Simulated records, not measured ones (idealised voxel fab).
This section sets out a process module, namely voxel capacitor over wiring.
The cross-section on display is named cut; it measures 240 nm wide, and its cells are 5 nm squares.
Format of a cross-section: grid, square cells. Given as bands. Order: top down. Band: one or more rows of cells.
A band entry consists of two parts. The first gives the height of the band's top and the height of its bottom, in nm. The rest lists the band's materials from left to right, each with its width in nm. A single material labelled with the word "edge to edge" fills the band from edge to edge, and the word "empty" marks empty space.
Beneath 0, the wafer as received is one material, and that level is where height counting begins. The lowest band goes on downward without a bottom; it is written like "0..down".
Width spec "30 to 40" -> top row of cells at first value, bottom row at second value, equal per-row change in between.
"no change" means the step left every cell of the cross-section as it was.
If an empty space has no open way to the top and is at least 8 cells in size, "Closed void entries" lists it, written width x height at distance, where distance is measured from the left edge and every value is in nm.
Formally, on a step line, whatever follows the settings is a remark that the simulator itself makes on the step.
On any step carrying a mask, the "overlay nm" setting, if present on the step's line, tells how far right of its planned place the mask lay; negative values point to the left.
Every pair from here on: before one process step, after it. The after cross-section reaches only to the lowest band that changed. Below the pair: the step in between and its settings. Pairs can belong to different runs of this module on the same starting wafer; a pair carries on from the pair above only if the entry headed "Ex-ante state" says so.

## Ex-ante state
  50..45: lowk=75 / empty=15 / lowk=150
  45..40: lowk=75 / Ru=15 / lowk=150
  40..35: SiCN=75 / Ru=15 / SiCN=150
  35..20: SiO2=60 / TiN=5 / Ru=25 / TiN=5 / SiO2=50 / TiN=5 / Ru=25 / TiN=5 / SiO2=60
  20..15: SiCN=60 / TiN=35 / SiCN=50 / TiN=35 / SiCN=60
  15..0: SiO2 edge to edge
  0..down: Si edge to edge
  Closed void entries: none

## Post-Step Section View
  50..40: lowk=75 / Ru=15 / lowk=150
  Below a height of 40, the structure has not been altered.
  Closed void entries: none
Between the cross-sections above, the step performed was EPI,material Ru,thk nm 5

Ex-ante state: nothing new to draw here, it's the after view of the pair just above.

## Post-Step Section View
  55..50: TiN edge to edge
  Below a height of 50, the structure has not been altered.
  Closed void entries: none
Between the cross-sections above, the step performed was DIRECTIONAL_DEP,material TiN,thk nm 5

Ex-ante state: nothing new to draw here, it's the after view of the pair just above.

## Post-Step Section View
  60..55: Al2O3 edge to edge
  Below a height of 55, the structure has not been altered.
  Closed void entries: none
Between the cross-sections above, the step performed was DIRECTIONAL_DEP,material Al2O3,thk nm 5

Ex-ante state: nothing new to draw here, it's the after view of the pair just above.

## Post-Step Section View
  65..60: TiN edge to edge
  Below a height of 60, the structure has not been altered.
  Closed void entries: none
Between the cross-sections above, the step performed was DIRECTIONAL_DEP,material TiN,thk nm 5

Ex-ante state: nothing new to draw here, it's the after view of the pair just above.

## Post-Step Section View
  80..65: aC edge to edge
  Below a height of 65, the structure has not been altered.
  Closed void entries: none
Between the cross-sections above, the step performed was DIRECTIONAL_DEP,material aC,thk nm 15

Ex-ante state: nothing new to draw here, it's the after view of the pair just above.

## Post-Step Section View
  110..80: empty=75 / resist=65 / empty=100
  Below a height of 80, the structure has not been altered.
  Closed void entries: none
Between the cross-sections above, the step performed was PATTERN,tone cover,mask id UPPER_PLATE,material resist,width nm 65,thk nm 30,overlay nm 0

Ex-ante state: nothing new to draw here, it's the after view of the pair just above.

## Post-Step Section View
  95..80: empty=75 / resist=65 / empty=100
  80..65: empty=75 / aC=65 / empty=100
  Below a height of 65, the structure has not been altered.
  Closed void entries: none
Between the cross-sections above, the step performed was DIRECTIONAL_ETCH,etch materials aC,depth nm 15

Ex-ante state: nothing new to draw here, it's the after view of the pair just above.

## Post-Step Section View
  80..65: empty=75 / aC=65 / empty=100
  Below a height of 65, the structure has not been altered.
  Closed void entries: none
Between the cross-sections above, the step performed was STRIP,etch materials resist

Ex-ante state: nothing new to draw here, it's the after view of the pair just above.

## Post-Step Section View
  80..65: empty=75 / aC=65 / empty=100
  65..60: empty=75 / TiN=65 / empty=100
  Below a height of 60, the structure has not been altered.
  Closed void entries: none
Between the cross-sections above, the step performed was DIRECTIONAL_ETCH,etch materials TiN,depth nm 5

Ex-ante state: nothing new to draw here, it's the after view of the pair just above.

## Post-Step Section View
  80..65: empty=75 / aC=65 / empty=100
  65..60: empty=75 / TiN=65 / empty=100
  60..55: empty=75 / Al2O3=65 / empty=100
  Below a height of 55, the structure has not been altered.
  Closed void entries: none
Between the cross-sections above, the step performed was DIRECTIONAL_ETCH,etch materials Al2O3,depth nm 5

Ex-ante state: nothing new to draw here, it's the after view of the pair just above.

## Post-Step Section View
  65..60: empty=75 / TiN=65 / empty=100
  Below a height of 60, the structure has not been altered.
  Closed void entries: none
Between the cross-sections above, the step performed was STRIP,etch materials aC

Ex-ante state: nothing new to draw here, it's the after view of the pair just above.

## Post-Step Section View
  85..65: empty=70 / resist=75 / empty=95
  65..60: empty=70 / resist=5 / TiN=65 / resist=5 / empty=95
  60..55: empty=70 / resist=5 / Al2O3=65 / resist=5 / empty=95
  Below a height of 55, the structure has not been altered.
  Closed void entries: none
Between the cross-sections above, the step performed was PATTERN,tone cover,mask id LOWER_PLATE,material resist,width nm 75,thk nm 20,overlay nm 0

Ex-ante state: nothing new to draw here, it's the after view of the pair just above.

## Post-Step Section View
  85..65: empty=70 / resist=75 / empty=95
  65..60: empty=70 / resist=5 / TiN=65 / resist=5 / empty=95
  60..55: empty=70 / resist=5 / Al2O3=65 / resist=5 / empty=95
  55..50: empty=70 / TiN=75 / empty=95
  Below a height of 50, the structure has not been altered.
  Closed void entries: none
Between the cross-sections above, the step performed was DIRECTIONAL_ETCH,etch materials TiN,depth nm 5

Ex-ante state: nothing new to draw here, it's the after view of the pair just above.

## Post-Step Section View
  65..60: empty=75 / TiN=65 / empty=100
  60..55: empty=75 / Al2O3=65 / empty=100
  Below a height of 55, the structure has not been altered.
  Closed void entries: none
Between the cross-sections above, the step performed was STRIP,etch materials resist

Ex-ante state: nothing new to draw here, it's the after view of the pair just above.

## Post-Step Section View
  80..65: SiO2 edge to edge
  65..60: SiO2=75 / TiN=65 / SiO2=100
  60..55: SiO2=75 / Al2O3=65 / SiO2=100
  55..50: SiO2=70 / TiN=75 / SiO2=95
  Below a height of 50, the structure has not been altered.
  Closed void entries: none
Between the cross-sections above, the step performed was FILL_DEP,material SiO2,thk nm 15

Ex-ante state: nothing new to draw here, it's the after view of the pair just above.

## Post-Step Section View
  75..65: SiO2 edge to edge
  Below a height of 65, the structure has not been altered.
  Closed void entries: none
Between the cross-sections above, the step performed was CMP,height nm 75

Ex-ante state: nothing new to draw here, it's the after view of the pair just above.

## Post-Step Section View
  90..75: aC edge to edge
  Below a height of 75, the structure has not been altered.
  Closed void entries: none
Between the cross-sections above, the step performed was DIRECTIONAL_DEP,material aC,thk nm 15

Ex-ante state: nothing new to draw here, it's the after view of the pair just above.

## Post-Step Section View
  125..90: resist=85 / empty=15 / resist=140
  Below a height of 90, the structure has not been altered.
  Closed void entries: none
Between the cross-sections above, the step performed was PATTERN,tone open,mask id PLUG_2,material resist,width nm 15,thk nm 35,overlay nm 0

Ex-ante state: nothing new to draw here, it's the after view of the pair just above.

## Post-Step Section View
  110..90: resist=85 / empty=15 / resist=140
  90..75: aC=85 / empty=15 / aC=140
  Below a height of 75, the structure has not been altered.
  Closed void entries: none
Between the cross-sections above, the step performed was DIRECTIONAL_ETCH,etch materials aC,depth nm 15

Ex-ante state: nothing new to draw here, it's the after view of the pair just above.

## Post-Step Section View
  90..75: aC=85 / empty=15 / aC=140
  Below a height of 75, the structure has not been altered.
  Closed void entries: none
Between the cross-sections above, the step performed was STRIP,etch materials resist

Ex-ante state: nothing new to draw here, it's the after view of the pair just above.

## Post-Step Section View
  90..75: aC=85 / empty=15 / aC=140
  75..65: SiO2=85 / empty=15 / SiO2=140
  Below a height of 65, the structure has not been altered.
  Closed void entries: none
Between the cross-sections above, the step performed was DIRECTIONAL_ETCH,etch materials SiO2,depth nm 10

Ex-ante state: nothing new to draw here, it's the after view of the pair just above.

## Post-Step Section View
  75..65: SiO2=85 / empty=15 / SiO2=140
  Below a height of 65, the structure has not been altered.
  Closed void entries: none
Between the cross-sections above, the step performed was STRIP,etch materials aC

Ex-ante state: nothing new to draw here, it's the after view of the pair just above.

## Post-Step Section View
  80..75: TiN=90 / empty=5 / TiN=145
  75..70: SiO2=85 / TiN=5 / empty=5 / TiN=5 / SiO2=140
  70..60: SiO2=85 to 75 / TiN=15 to 65 / SiO2=140 to 100
  Below a height of 60, the structure has not been altered.
  Closed void entries: none
Between the cross-sections above, the step performed was CONFORMAL_DEP,material TiN,thk nm 5

Ex-ante state: nothing new to draw here, it's the after view of the pair just above.

## Post-Step Section View
  85..80: W edge to edge
  80..75: TiN=90 / W=5 / TiN=145
  75..70: SiO2=85 / TiN=5 / W=5 / TiN=5 / SiO2=140
  Below a height of 70, the structure has not been altered.
  Closed void entries: none
Between the cross-sections above, the step performed was FILL_DEP,material W,thk nm 5

Ex-ante state: nothing new to draw here, it's the after view of the pair just above.

## Post-Step Section View
  75..70: SiO2=85 / TiN=5 / W=5 / TiN=5 / SiO2=140
  Below a height of 70, the structure has not been altered.
  Closed void entries: none
Between the cross-sections above, the step performed was CMP,height nm 75

Ex-ante state: nothing new to draw here, it's the after view of the pair just above.

## Post-Step Section View
  80..75: SiCN edge to edge
  Below a height of 75, the structure has not been altered.
  Closed void entries: none
Between the cross-sections above, the step performed was CONFORMAL_DEP,material SiCN,thk nm 5

## Ex-ante state
  80..65: aC edge to edge
  65..60: TiN edge to edge
  60..55: Al2O3 edge to edge
  55..50: TiN edge to edge
  50..40: lowk=75 / Ru=15 / lowk=150
  40..35: SiCN=75 / Ru=15 / SiCN=150
  35..20: SiO2=65 / TiN=5 / Ru=15 / TiN=5 / SiO2=60 / TiN=5 / Ru=15 / TiN=5 / SiO2=65
  20..15: SiCN=65 / TiN=25 / SiCN=60 / TiN=25 / SiCN=65
  15..0: SiO2 edge to edge
  0..down: Si edge to edge
  Closed void entries: none

## Post-Step Section View
  110..80: empty=85 / resist=65 / empty=90
  Below a height of 80, the structure has not been altered.
  Closed void entries: none
Between the cross-sections above, the step performed was PATTERN,tone cover,mask id UPPER_PLATE,material resist,width nm 65,thk nm 30,overlay nm 10

Ex-ante state: nothing new to draw here, it's the after view of the pair just above.

## Post-Step Section View
  95..80: empty=85 / resist=65 / empty=90
  80..65: empty=85 / aC=65 / empty=90
  Below a height of 65, the structure has not been altered.
  Closed void entries: none
Between the cross-sections above, the step performed was DIRECTIONAL_ETCH,etch materials aC,depth nm 15

Ex-ante state: nothing new to draw here, it's the after view of the pair just above.

## Post-Step Section View
  80..65: empty=85 / aC=65 / empty=90
  Below a height of 65, the structure has not been altered.
  Closed void entries: none
Between the cross-sections above, the step performed was STRIP,etch materials resist

Ex-ante state: nothing new to draw here, it's the after view of the pair just above.

## Post-Step Section View
  80..65: empty=85 / aC=65 / empty=90
  65..60: empty=85 / TiN=65 / empty=90
  Below a height of 60, the structure has not been altered.
  Closed void entries: none
Between the cross-sections above, the step performed was DIRECTIONAL_ETCH,etch materials TiN,depth nm 5

Ex-ante state: nothing new to draw here, it's the after view of the pair just above.

## Post-Step Section View
  80..65: empty=85 / aC=65 / empty=90
  65..60: empty=85 / TiN=65 / empty=90
  60..55: empty=85 / Al2O3=65 / empty=90
  Below a height of 55, the structure has not been altered.
  Closed void entries: none
Between the cross-sections above, the step performed was DIRECTIONAL_ETCH,etch materials Al2O3,depth nm 5

Ex-ante state: nothing new to draw here, it's the after view of the pair just above.

## Post-Step Section View
  65..60: empty=85 / TiN=65 / empty=90
  Below a height of 60, the structure has not been altered.
  Closed void entries: none
Between the cross-sections above, the step performed was STRIP,etch materials aC

Ex-ante state: nothing new to draw here, it's the after view of the pair just above.

## Post-Step Section View
  85..65: empty=70 / resist=75 / empty=95
  65..60: empty=70 / resist=15 / TiN=65 / empty=90
  60..55: empty=70 / resist=15 / Al2O3=65 / empty=90
  Below a height of 55, the structure has not been altered.
  Closed void entries: none
Between the cross-sections above, the step performed was PATTERN,tone cover,mask id LOWER_PLATE,material resist,width nm 75,thk nm 20,overlay nm 0

Ex-ante state: nothing new to draw here, it's the after view of the pair just above.

## Post-Step Section View
  85..65: empty=70 / resist=75 / empty=95
  65..60: empty=70 / resist=15 / TiN=60 / empty=95
  60..55: empty=70 / resist=15 / Al2O3=65 / empty=90
  55..50: empty=70 / TiN=80 / empty=90
  Below a height of 50, the structure has not been altered.
  Closed void entries: none
Between the cross-sections above, the step performed was DIRECTIONAL_ETCH,etch materials TiN,depth nm 5

Ex-ante state: nothing new to draw here, it's the after view of the pair just above.

## Post-Step Section View
  65..60: empty=85 / TiN=60 / empty=95
  60..55: empty=85 / Al2O3=65 / empty=90
  Below a height of 55, the structure has not been altered.
  Closed void entries: none
Between the cross-sections above, the step performed was STRIP,etch materials resist

Ex-ante state: nothing new to draw here, it's the after view of the pair just above.

## Post-Step Section View
  80..65: SiO2 edge to edge
  65..60: SiO2=85 / TiN=60 / SiO2=95
  60..55: SiO2=85 / Al2O3=65 / SiO2=90
  55..50: SiO2=70 / TiN=80 / SiO2=90
  Below a height of 50, the structure has not been altered.
  Closed void entries: none
Between the cross-sections above, the step performed was FILL_DEP,material SiO2,thk nm 15

Ex-ante state: nothing new to draw here, it's the after view of the pair just above.

## Post-Step Section View
  75..65: SiO2 edge to edge
  Below a height of 65, the structure has not been altered.
  Closed void entries: none
Between the cross-sections above, the step performed was CMP,height nm 75

Ex-ante state: nothing new to draw here, it's the after view of the pair just above.

## Post-Step Section View
  90..75: aC edge to edge
  Below a height of 75, the structure has not been altered.
  Closed void entries: none
Between the cross-sections above, the step performed was DIRECTIONAL_DEP,material aC,thk nm 15

Ex-ante state: nothing new to draw here, it's the after view of the pair just above.

## Post-Step Section View
  125..90: resist=85 / empty=15 / resist=140
  Below a height of 90, the structure has not been altered.
  Closed void entries: none
Between the cross-sections above, the step performed was PATTERN,tone open,mask id PLUG_2,material resist,width nm 15,thk nm 35,overlay nm 0

Ex-ante state: nothing new to draw here, it's the after view of the pair just above.

## Post-Step Section View
  110..90: resist=85 / empty=15 / resist=140
  90..75: aC=85 / empty=15 / aC=140
  Below a height of 75, the structure has not been altered.
  Closed void entries: none
Between the cross-sections above, the step performed was DIRECTIONAL_ETCH,etch materials aC,depth nm 15

Ex-ante state: nothing new to draw here, it's the after view of the pair just above.

## Post-Step Section View
  90..75: aC=85 / empty=15 / aC=140
  Below a height of 75, the structure has not been altered.
  Closed void entries: none
Between the cross-sections above, the step performed was STRIP,etch materials resist

Ex-ante state: nothing new to draw here, it's the after view of the pair just above.

## Post-Step Section View
  90..75: aC=85 / empty=15 / aC=140
  75..65: SiO2=85 / empty=15 / SiO2=140
  Below a height of 65, the structure has not been altered.
  Closed void entries: none
Between the cross-sections above, the step performed was DIRECTIONAL_ETCH,etch materials SiO2,depth nm 10

Ex-ante state: nothing new to draw here, it's the after view of the pair just above.

## Post-Step Section View
  75..65: SiO2=85 / empty=15 / SiO2=140
  Below a height of 65, the structure has not been altered.
  Closed void entries: none
Between the cross-sections above, the step performed was STRIP,etch materials aC

Ex-ante state: nothing new to draw here, it's the after view of the pair just above.

## Post-Step Section View
  80..75: TiN=90 / empty=5 / TiN=145
  75..70: SiO2=85 / TiN=5 / empty=5 / TiN=5 / SiO2=140
  70..60: SiO2=85 / TiN=15 to 60 / SiO2=140 to 95
  Below a height of 60, the structure has not been altered.
  Closed void entries: none
Between the cross-sections above, the step performed was CONFORMAL_DEP,material TiN,thk nm 5

Ex-ante state: nothing new to draw here, it's the after view of the pair just above.

## Post-Step Section View
  85..80: W edge to edge
  80..75: TiN=90 / W=5 / TiN=145
  75..70: SiO2=85 / TiN=5 / W=5 / TiN=5 / SiO2=140
  Below a height of 70, the structure has not been altered.
  Closed void entries: none
Between the cross-sections above, the step performed was FILL_DEP,material W,thk nm 5

Ex-ante state: nothing new to draw here, it's the after view of the pair just above.

## Post-Step Section View
  75..70: SiO2=85 / TiN=5 / W=5 / TiN=5 / SiO2=140
  Below a height of 70, the structure has not been altered.
  Closed void entries: none
Between the cross-sections above, the step performed was CMP,height nm 75

Ex-ante state: nothing new to draw here, it's the after view of the pair just above.

## Post-Step Section View
  80..75: SiCN edge to edge
  Below a height of 75, the structure has not been altered.
  Closed void entries: none
Between the cross-sections above, the step performed was CONFORMAL_DEP,material SiCN,thk nm 5

## Ex-ante state
  0..down: Si edge to edge
  Closed void entries: none

## Post-Step Section View
  15..0: Ru edge to edge
  Below a height of 0, the structure has not been altered.
  Closed void entries: none
Between the cross-sections above, the step performed was CONFORMAL_DEP,material Ru,thk nm 15

Ex-ante state: nothing new to draw here, it's the after view of the pair just above.

## Post-Step Section View
  20..15: SiCN edge to edge
  Below a height of 15, the structure has not been altered.
  Closed void entries: none
Between the cross-sections above, the step performed was CONFORMAL_DEP,material SiCN,thk nm 5

Ex-ante state: nothing new to draw here, it's the after view of the pair just above.

## Post-Step Section View
  35..20: SiO2 edge to edge
  Below a height of 20, the structure has not been altered.
  Closed void entries: none
Between the cross-sections above, the step performed was DIRECTIONAL_DEP,material SiO2,thk nm 15

Ex-ante state: nothing new to draw here, it's the after view of the pair just above.

## Post-Step Section View
  50..35: resist=65 / empty=25 / resist=60 / empty=25 / resist=65
  Below a height of 35, the structure has not been altered.
  Closed void entries: none
Between the cross-sections above, the step performed was PATTERN,tone open,mask id METAL_1,material resist,width nm 25,pitch nm 85,thk nm 15,overlay nm 0

Ex-ante state: nothing new to draw here, it's the after view of the pair just above.

## Post-Step Section View
  50..35: resist=65 / empty=25 / resist=60 / empty=25 / resist=65
  35..20: SiO2=65 / empty=25 / SiO2=60 / empty=25 / SiO2=65
  Below a height of 20, the structure has not been altered.
  Closed void entries: none
Between the cross-sections above, the step performed was DIRECTIONAL_ETCH,etch materials SiO2,depth nm 15

Ex-ante state: nothing new to draw here, it's the after view of the pair just above.

## Post-Step Section View
  50..35: resist=65 / empty=25 / resist=60 / empty=25 / resist=65
  35..20: SiO2=65 / empty=25 / SiO2=60 / empty=25 / SiO2=65
  20..15: SiCN=65 / empty=25 / SiCN=60 / empty=25 / SiCN=65
  Below a height of 15, the structure has not been altered.
  Closed void entries: none
Between the cross-sections above, the step performed was DIRECTIONAL_ETCH,etch materials SiCN,depth nm 5

Ex-ante state: nothing new to draw here, it's the after view of the pair just above.

## Post-Step Section View
  35..20: SiO2=65 / empty=25 / SiO2=60 / empty=25 / SiO2=65
  Below a height of 20, the structure has not been altered.
  Closed void entries: none
Between the cross-sections above, the step performed was STRIP,etch materials resist

Ex-ante state: nothing new to draw here, it's the after view of the pair just above.

## Post-Step Section View
  40..35: TiN=70 / empty=15 / TiN=70 / empty=15 / TiN=70
  35..20: SiO2=65 / TiN=5 / empty=15 / TiN=5 / SiO2=60 / TiN=5 / empty=15 / TiN=5 / SiO2=65
  20..15: SiCN=65 / TiN=25 / SiCN=60 / TiN=25 / SiCN=65
  Below a height of 15, the structure has not been altered.
  Closed void entries: none
Between the cross-sections above, the step performed was CONFORMAL_DEP,material TiN,thk nm 5

Ex-ante state: nothing new to draw here, it's the after view of the pair just above.

## Post-Step Section View
  50..40: Ru edge to edge
  40..35: TiN=70 / Ru=15 / TiN=70 / Ru=15 / TiN=70
  35..20: SiO2=65 / TiN=5 / Ru=15 / TiN=5 / SiO2=60 / TiN=5 / Ru=15 / TiN=5 / SiO2=65
  Below a height of 20, the structure has not been altered.
  Closed void entries: none
Between the cross-sections above, the step performed was FILL_DEP,material Ru,thk nm 10

Ex-ante state: nothing new to draw here, it's the after view of the pair just above.

## Post-Step Section View
  35..20: SiO2=65 / TiN=5 / Ru=15 / TiN=5 / SiO2=60 / TiN=5 / Ru=15 / TiN=5 / SiO2=65
  Below a height of 20, the structure has not been altered.
  Closed void entries: none
Between the cross-sections above, the step performed was CMP,height nm 35

Ex-ante state: nothing new to draw here, it's the after view of the pair just above.

## Post-Step Section View
  40..35: SiCN edge to edge
  Below a height of 35, the structure has not been altered.
  Closed void entries: none
Between the cross-sections above, the step performed was CONFORMAL_DEP,material SiCN,thk nm 5

Ex-ante state: nothing new to draw here, it's the after view of the pair just above.

## Post-Step Section View
  50..40: lowk edge to edge
  Below a height of 40, the structure has not been altered.
  Closed void entries: none
Between the cross-sections above, the step performed was DIRECTIONAL_DEP,material lowk,thk nm 10

Ex-ante state: nothing new to draw here, it's the after view of the pair just above.

## Post-Step Section View
  70..50: resist=75 / empty=15 / resist=150
  Below a height of 50, the structure has not been altered.
  Closed void entries: none
Between the cross-sections above, the step performed was PATTERN,tone open,mask id PLUG_1,material resist,width nm 15,thk nm 20,overlay nm 0

Ex-ante state: nothing new to draw here, it's the after view of the pair just above.

## Post-Step Section View
  70..50: resist=75 / empty=15 / resist=150
  50..40: lowk=75 / empty=15 / lowk=150
  Below a height of 40, the structure has not been altered.
  Closed void entries: none
Between the cross-sections above, the step performed was DIRECTIONAL_ETCH,etch materials lowk,depth nm 10

Ex-ante state: nothing new to draw here, it's the after view of the pair just above.

## Post-Step Section View
  70..50: resist=75 / empty=15 / resist=150
  50..40: lowk=75 / empty=15 / lowk=150
  40..35: SiCN=75 / empty=15 / SiCN=150
  Below a height of 35, the structure has not been altered.
  Closed void entries: none
Between the cross-sections above, the step performed was DIRECTIONAL_ETCH,etch materials SiCN,depth nm 5

Ex-ante state: nothing new to draw here, it's the after view of the pair just above.

## Post-Step Section View
  50..40: lowk=75 / empty=15 / lowk=150
  Below a height of 40, the structure has not been altered.
  Closed void entries: none
Between the cross-sections above, the step performed was STRIP,etch materials resist

Ex-ante state: nothing new to draw here, it's the after view of the pair just above.

## Post-Step Section View
  50..45: lowk=75 / empty=15 / lowk=150
  45..40: lowk=75 / Ru=15 / lowk=150
  40..35: SiCN=75 / Ru=15 / SiCN=150
  Below a height of 35, the structure has not been altered.
  Closed void entries: none
Between the cross-sections above, the step performed was EPI,material Ru,thk nm 10

Ex-ante state: nothing new to draw here, it's the after view of the pair just above.

## Post-Step Section View
  50..40: lowk=75 / Ru=15 / lowk=150
  Below a height of 40, the structure has not been altered.
  Closed void entries: none
Between the cross-sections above, the step performed was EPI,material Ru,thk nm 5

Ex-ante state: nothing new to draw here, it's the after view of the pair just above.

## Post-Step Section View
  55..50: TiN edge to edge
  Below a height of 50, the structure has not been altered.
  Closed void entries: none
Between the cross-sections above, the step performed was DIRECTIONAL_DEP,material TiN,thk nm 5

Ex-ante state: nothing new to draw here, it's the after view of the pair just above.

## Post-Step Section View
  60..55: Al2O3 edge to edge
  Below a height of 55, the structure has not been altered.
  Closed void entries: none
Between the cross-sections above, the step performed was DIRECTIONAL_DEP,material Al2O3,thk nm 5

Ex-ante state: nothing new to draw here, it's the after view of the pair just above.

## Post-Step Section View
  65..60: TiN edge to edge
  Below a height of 60, the structure has not been altered.
  Closed void entries: none
Between the cross-sections above, the step performed was DIRECTIONAL_DEP,material TiN,thk nm 5

Ex-ante state: nothing new to draw here, it's the after view of the pair just above.

## Post-Step Section View
  80..65: aC edge to edge
  Below a height of 65, the structure has not been altered.
  Closed void entries: none
Between the cross-sections above, the step performed was DIRECTIONAL_DEP,material aC,thk nm 15

Ex-ante state: nothing new to draw here, it's the after view of the pair just above.

## Post-Step Section View
  110..80: empty=75 / resist=65 / empty=100
  Below a height of 80, the structure has not been altered.
  Closed void entries: none
Between the cross-sections above, the step performed was PATTERN,tone cover,mask id UPPER_PLATE,material resist,width nm 65,thk nm 30,overlay nm 0

Ex-ante state: nothing new to draw here, it's the after view of the pair just above.

## Post-Step Section View
  95..80: empty=75 / resist=65 / empty=100
  80..65: empty=75 / aC=65 / empty=100
  Below a height of 65, the structure has not been altered.
  Closed void entries: none
Between the cross-sections above, the step performed was DIRECTIONAL_ETCH,etch materials aC,depth nm 15

Ex-ante state: nothing new to draw here, it's the after view of the pair just above.

## Post-Step Section View
  80..65: empty=75 / aC=65 / empty=100
  Below a height of 65, the structure has not been altered.
  Closed void entries: none
Between the cross-sections above, the step performed was STRIP,etch materials resist

Ex-ante state: nothing new to draw here, it's the after view of the pair just above.

## Post-Step Section View
  80..65: empty=75 / aC=65 / empty=100
  65..60: empty=75 / TiN=65 / empty=100
  Below a height of 60, the structure has not been altered.
  Closed void entries: none
Between the cross-sections above, the step performed was DIRECTIONAL_ETCH,etch materials TiN,depth nm 5

Ex-ante state: nothing new to draw here, it's the after view of the pair just above.

## Post-Step Section View
  80..65: empty=75 / aC=65 / empty=100
  65..60: empty=75 / TiN=65 / empty=100
  60..55: empty=75 / Al2O3=65 / empty=100
  Below a height of 55, the structure has not been altered.
  Closed void entries: none
Between the cross-sections above, the step performed was DIRECTIONAL_ETCH,etch materials Al2O3,depth nm 5

Ex-ante state: nothing new to draw here, it's the after view of the pair just above.

## Post-Step Section View
  65..60: empty=75 / TiN=65 / empty=100
  Below a height of 60, the structure has not been altered.
  Closed void entries: none
Between the cross-sections above, the step performed was STRIP,etch materials aC

Ex-ante state: nothing new to draw here, it's the after view of the pair just above.

## Post-Step Section View
  85..65: empty=70 / resist=75 / empty=95
  65..60: empty=70 / resist=5 / TiN=65 / resist=5 / empty=95
  60..55: empty=70 / resist=5 / Al2O3=65 / resist=5 / empty=95
  Below a height of 55, the structure has not been altered.
  Closed void entries: none
Between the cross-sections above, the step performed was PATTERN,tone cover,mask id LOWER_PLATE,material resist,width nm 75,thk nm 20,overlay nm 0

Ex-ante state: nothing new to draw here, it's the after view of the pair just above.

## Post-Step Section View
  85..65: empty=70 / resist=75 / empty=95
  65..60: empty=70 / resist=5 / TiN=65 / resist=5 / empty=95
  60..55: empty=70 / resist=5 / Al2O3=65 / resist=5 / empty=95
  55..50: empty=70 / TiN=75 / empty=95
  Below a height of 50, the structure has not been altered.
  Closed void entries: none
Between the cross-sections above, the step performed was DIRECTIONAL_ETCH,etch materials TiN,depth nm 5

Ex-ante state: nothing new to draw here, it's the after view of the pair just above.

## Post-Step Section View
  65..60: empty=75 / TiN=65 / empty=100
  60..55: empty=75 / Al2O3=65 / empty=100
  Below a height of 55, the structure has not been altered.
  Closed void entries: none
Between the cross-sections above, the step performed was STRIP,etch materials resist

Ex-ante state: nothing new to draw here, it's the after view of the pair just above.

## Post-Step Section View
  80..65: SiO2 edge to edge
  65..60: SiO2=75 / TiN=65 / SiO2=100
  60..55: SiO2=75 / Al2O3=65 / SiO2=100
  55..50: SiO2=70 / TiN=75 / SiO2=95
  Below a height of 50, the structure has not been altered.
  Closed void entries: none
Between the cross-sections above, the step performed was FILL_DEP,material SiO2,thk nm 15

Ex-ante state: nothing new to draw here, it's the after view of the pair just above.

## Post-Step Section View
  75..65: SiO2 edge to edge
  Below a height of 65, the structure has not been altered.
  Closed void entries: none
Between the cross-sections above, the step performed was CMP,height nm 75

Ex-ante state: nothing new to draw here, it's the after view of the pair just above.

## Post-Step Section View
  90..75: aC edge to edge
  Below a height of 75, the structure has not been altered.
  Closed void entries: none
Between the cross-sections above, the step performed was DIRECTIONAL_DEP,material aC,thk nm 15

Ex-ante state: nothing new to draw here, it's the after view of the pair just above.

## Post-Step Section View
  125..90: resist=85 / empty=15 / resist=140
  Below a height of 90, the structure has not been altered.
  Closed void entries: none
Between the cross-sections above, the step performed was PATTERN,tone open,mask id PLUG_2,material resist,width nm 15,thk nm 35,overlay nm 0

Ex-ante state: nothing new to draw here, it's the after view of the pair just above.

## Post-Step Section View
  110..90: resist=85 / empty=15 / resist=140
  90..75: aC=85 / empty=15 / aC=140
  Below a height of 75, the structure has not been altered.
  Closed void entries: none
Between the cross-sections above, the step performed was DIRECTIONAL_ETCH,etch materials aC,depth nm 15

Ex-ante state: nothing new to draw here, it's the after view of the pair just above.

## Post-Step Section View
  90..75: aC=85 / empty=15 / aC=140
  Below a height of 75, the structure has not been altered.
  Closed void entries: none
Between the cross-sections above, the step performed was STRIP,etch materials resist

Ex-ante state: nothing new to draw here, it's the after view of the pair just above.

## Post-Step Section View
  90..75: aC=85 / empty=15 / aC=140
  75..65: SiO2=85 / empty=15 / SiO2=140
  Below a height of 65, the structure has not been altered.
  Closed void entries: none
Between the cross-sections above, the step performed was DIRECTIONAL_ETCH,etch materials SiO2,depth nm 10

Ex-ante state: nothing new to draw here, it's the after view of the pair just above.

## Post-Step Section View
  75..65: SiO2=85 / empty=15 / SiO2=140
  Below a height of 65, the structure has not been altered.
  Closed void entries: none
Between the cross-sections above, the step performed was STRIP,etch materials aC

Ex-ante state: nothing new to draw here, it's the after view of the pair just above.

## Post-Step Section View
  80..75: TiN=90 / empty=5 / TiN=145
  75..70: SiO2=85 / TiN=5 / empty=5 / TiN=5 / SiO2=140
  70..60: SiO2=85 to 75 / TiN=15 to 65 / SiO2=140 to 100
  Below a height of 60, the structure has not been altered.
  Closed void entries: none
Between the cross-sections above, the step performed was CONFORMAL_DEP,material TiN,thk nm 5

Ex-ante state: nothing new to draw here, it's the after view of the pair just above.

## Post-Step Section View
  85..80: W edge to edge
  80..75: TiN=90 / W=5 / TiN=145
  75..70: SiO2=85 / TiN=5 / W=5 / TiN=5 / SiO2=140
  Below a height of 70, the structure has not been altered.
  Closed void entries: none
Between the cross-sections above, the step performed was FILL_DEP,material W,thk nm 5

Ex-ante state: nothing new to draw here, it's the after view of the pair just above.

## Post-Step Section View
  75..70: SiO2=85 / TiN=5 / W=5 / TiN=5 / SiO2=140
  Below a height of 70, the structure has not been altered.
  Closed void entries: none
Between the cross-sections above, the step performed was CMP,height nm 75

Ex-ante state: nothing new to draw here, it's the after view of the pair just above.

## Post-Step Section View
  80..75: SiCN edge to edge
  Below a height of 75, the structure has not been altered.
  Closed void entries: none
Between the cross-sections above, the step performed was CONFORMAL_DEP,material SiCN,thk nm 5
